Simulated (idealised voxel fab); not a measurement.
process module | voxel trench capacitor
cross-section cut | 270 nm wide | cells 5 nm
A cross-section is a grid of square cells, given in bands from the top down. A band is one or more rows of cells.
Each band's line starts with the height of the band's top and of its bottom, in nm. Then come its materials from left to right, each with its width in nm. One material with "throughout" fills the band from edge to edge. "air" is empty space.
Height 0 is the level under which the wafer as received is all one material. The lowest band goes on downwards, as in "0 down".
A width such as "30 to 40" changes by the same amount from each row of cells to the next, from the band's top row to its bottom row.
"no change" after a step means that no cell of the cross-section changed.
closed voids: empty space of 8 cells or more with no open way to the top, each as width x height at its distance from the left edge, in nm
after a step's settings: what the simulator itself notes on the step
overlay nm, on a step with a mask: how far to the right of its planned place the mask lay; to the left if negative
plan
1 op RECEIVE | material Si
2 op CONFORMAL_DEP | material SiN | thk nm 10
3 op MASKED_ETCH | tone open | mask id TRENCH | width nm 30 | pitch nm 60 | etch materials SiN | depth nm 10 | overlay nm 0
4 op MASKED_ETCH | tone open | mask id TRENCH | width nm 30 | pitch nm 60 | etch materials Si | depth nm 40 | overlay nm 0
5 op CONFORMAL_DEP | material Al2O3 | thk nm 5
6 op CONFORMAL_DEP | material TiN | thk nm 5
7 op FILL_DEP | material W | thk nm 5
8 op CMP | height nm 10
first wafer, as planned
as received, after step 1
  0 down: Si throughout
  closed voids: none
after step 2
  10 to 0: SiN throughout
  below 0: unchanged
after step 3
  10 to 0: SiN 60 | air 30 | SiN 30 | air 30 | SiN 30 | air 30 | SiN 60
  below 0: unchanged
after step 4
  10 to 0: SiN 60 | air 30 | SiN 30 | air 30 | SiN 30 | air 30 | SiN 60
  0 to -40: Si 60 | air 30 | Si 30 | air 30 | Si 30 | air 30 | Si 60
  below -40: unchanged
after step 5
  15 to 10: Al2O3 65 | air 20 | Al2O3 40 | air 20 | Al2O3 40 | air 20 | Al2O3 65
  10 to 0: SiN 60 | Al2O3 5 | air 20 | Al2O3 5 | SiN 30 | Al2O3 5 | air 20 | Al2O3 5 | SiN 30 | Al2O3 5 | air 20 | Al2O3 5 | SiN 60
  0 to -35: Si 60 | Al2O3 5 | air 20 | Al2O3 5 | Si 30 | Al2O3 5 | air 20 | Al2O3 5 | Si 30 | Al2O3 5 | air 20 | Al2O3 5 | Si 60
  -35 to -40: Si 60 | Al2O3 30 | Si 30 | Al2O3 30 | Si 30 | Al2O3 30 | Si 60
  below -40: unchanged
after step 6
  20 to 15: TiN 70 | air 10 | TiN 50 | air 10 | TiN 50 | air 10 | TiN 70
  15 to 10: Al2O3 65 | TiN 5 | air 10 | TiN 5 | Al2O3 40 | TiN 5 | air 10 | TiN 5 | Al2O3 40 | TiN 5 | air 10 | TiN 5 | Al2O3 65
  10 to 0: SiN 60 | Al2O3 5 | TiN 5 | air 10 | TiN 5 | Al2O3 5 | SiN 30 | Al2O3 5 | TiN 5 | air 10 | TiN 5 | Al2O3 5 | SiN 30 | Al2O3 5 | TiN 5 | air 10 | TiN 5 | Al2O3 5 | SiN 60
  0 to -30: Si 60 | Al2O3 5 | TiN 5 | air 10 | TiN 5 | Al2O3 5 | Si 30 | Al2O3 5 | TiN 5 | air 10 | TiN 5 | Al2O3 5 | Si 30 | Al2O3 5 | TiN 5 | air 10 | TiN 5 | Al2O3 5 | Si 60
  -30 to -35: Si 60 | Al2O3 5 | TiN 20 | Al2O3 5 | Si 30 | Al2O3 5 | TiN 20 | Al2O3 5 | Si 30 | Al2O3 5 | TiN 20 | Al2O3 5 | Si 60
  below -35: unchanged
after step 7
  25 to 20: W throughout
  20 to 15: TiN 70 | W 10 | TiN 50 | W 10 | TiN 50 | W 10 | TiN 70
  15 to 10: Al2O3 65 | TiN 5 | W 10 | TiN 5 | Al2O3 40 | TiN 5 | W 10 | TiN 5 | Al2O3 40 | TiN 5 | W 10 | TiN 5 | Al2O3 65
  10 to 0: SiN 60 | Al2O3 5 | TiN 5 | W 10 | TiN 5 | Al2O3 5 | SiN 30 | Al2O3 5 | TiN 5 | W 10 | TiN 5 | Al2O3 5 | SiN 30 | Al2O3 5 | TiN 5 | W 10 | TiN 5 | Al2O3 5 | SiN 60
  0 to -30: Si 60 | Al2O3 5 | TiN 5 | W 10 | TiN 5 | Al2O3 5 | Si 30 | Al2O3 5 | TiN 5 | W 10 | TiN 5 | Al2O3 5 | Si 30 | Al2O3 5 | TiN 5 | W 10 | TiN 5 | Al2O3 5 | Si 60
  below -30: unchanged
after step 8
  10 to 0: SiN 60 | Al2O3 5 | TiN 5 | W 10 | TiN 5 | Al2O3 5 | SiN 30 | Al2O3 5 | TiN 5 | W 10 | TiN 5 | Al2O3 5 | SiN 30 | Al2O3 5 | TiN 5 | W 10 | TiN 5 | Al2O3 5 | SiN 60
  below 0: unchanged
second wafer: like start, like plan, one mistake. Through step 4 it matches the first wafer
when step 5 should have ended
  15 to 10: TiN 65 | air 20 | TiN 40 | air 20 | TiN 40 | air 20 | TiN 65
  10 to 0: SiN 60 | TiN 5 | air 20 | TiN 5 | SiN 30 | TiN 5 | air 20 | TiN 5 | SiN 30 | TiN 5 | air 20 | TiN 5 | SiN 60
  0 to -35: Si 60 | TiN 5 | air 20 | TiN 5 | Si 30 | TiN 5 | air 20 | TiN 5 | Si 30 | TiN 5 | air 20 | TiN 5 | Si 60
  -35 to -40: Si 60 | TiN 30 | Si 30 | TiN 30 | Si 30 | TiN 30 | Si 60
  below -40: unchanged
when step 6 should have ended
  20 to 10: TiN 70 | air 10 | TiN 50 | air 10 | TiN 50 | air 10 | TiN 70
  10 to 0: SiN 60 | TiN 10 | air 10 | TiN 10 | SiN 30 | TiN 10 | air 10 | TiN 10 | SiN 30 | TiN 10 | air 10 | TiN 10 | SiN 60
  0 to -30: Si 60 | TiN 10 | air 10 | TiN 10 | Si 30 | TiN 10 | air 10 | TiN 10 | Si 30 | TiN 10 | air 10 | TiN 10 | Si 60
  -30 to -40: Si 60 | TiN 30 | Si 30 | TiN 30 | Si 30 | TiN 30 | Si 60
  below -40: unchanged
when step 7 should have ended
  25 to 20: W throughout
  20 to 10: TiN 70 | W 10 | TiN 50 | W 10 | TiN 50 | W 10 | TiN 70
  10 to 0: SiN 60 | TiN 10 | W 10 | TiN 10 | SiN 30 | TiN 10 | W 10 | TiN 10 | SiN 30 | TiN 10 | W 10 | TiN 10 | SiN 60
  0 to -30: Si 60 | TiN 10 | W 10 | TiN 10 | Si 30 | TiN 10 | W 10 | TiN 10 | Si 30 | TiN 10 | W 10 | TiN 10 | Si 60
  below -30: unchanged
when step 8 should have ended
  10 to 0: SiN 60 | TiN 10 | W 10 | TiN 10 | SiN 30 | TiN 10 | W 10 | TiN 10 | SiN 30 | TiN 10 | W 10 | TiN 10 | SiN 60
  below 0: unchanged
what went wrong: step 5 ran as: op CONFORMAL_DEP | material TiN | thk nm 5
at the end the second wafer has, in cells: 72 fewer of Al2O3 | 72 more of TiN
